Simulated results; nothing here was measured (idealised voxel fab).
process module | voxel ribs on slabs
cross-section cut | 295 nm wide | cells 5 nm
A cross-section is a grid of square cells, given in bands from the top down. A band is one or more rows of cells.
Each band's line starts with the height of the band's top and of its bottom, in nm. Then come its materials from left to right, each with its width in nm. One material with "throughout" fills the band from edge to edge. "air" is empty space.
Height 0 is the level under which the wafer as received is all one material. The lowest band goes on downwards, as in "0 down".
A width such as "30 to 40" changes by the same amount from each row of cells to the next, from the band's top row to its bottom row.
"no change" after a step means that no cell of the cross-section changed.
closed voids: empty space of 8 cells or more with no open way to the top, each as width x height at its distance from the left edge, in nm
after a step's settings: what the simulator itself notes on the step
overlay nm, on a step with a mask: how far to the right of its planned place the mask lay; to the left if negative
plan
1 op RECEIVE | material Si
2 op DIRECTIONAL_DEP | material SiO2 | thk nm 30
3 op DIRECTIONAL_DEP | material SiN | thk nm 10
4 op PATTERN | tone cover | mask id RIB | material resist | width nm 15 | thk nm 20 | overlay nm 0
5 op DIRECTIONAL_ETCH | etch materials SiN | depth nm 10
6 op STRIP | etch materials resist
7 op MASKED_ETCH | tone cover | mask id SLAB | width nm 75 | etch materials SiN | depth nm 5 | overlay nm 0
8 op FILL_DEP | material SiO2 | thk nm 25
9 op CMP | height nm 65
10 op DIRECTIONAL_DEP | material W | thk nm 10
11 op DIRECTIONAL_DEP | material aC | thk nm 15
12 op PATTERN | tone cover | mask id HEATER | material resist | width nm 25 | thk nm 35 | overlay nm 0
13 op DIRECTIONAL_ETCH | etch materials aC | depth nm 15
14 op STRIP | etch materials resist
15 op DIRECTIONAL_ETCH | etch materials W | depth nm 10
16 op STRIP | etch materials aC
17 op CONFORMAL_DEP | material SiO2 | thk nm 5
varied across the wafers: thk nm of step 3. The plan shows the first wafer's value. All wafers start alike
first wafer as received, after step 1
  0 down: Si throughout
  closed voids: none
each wafer at the end: cells of each material gained (+) or lost (-) since it was received, then its closed voids
thk nm 10 | +6 SiN | +824 SiO2 | +10 W | closed voids: none
thk nm 15 | +21 SiN | +809 SiO2 | +10 W | closed voids: none
thk nm 20 | +80 SiN | +750 SiO2 | +10 W | closed voids: none
thk nm 25 | +139 SiN | +691 SiO2 | +10 W | closed voids: none
thk nm 30 | +198 SiN | +632 SiO2 | +10 W | closed voids: none
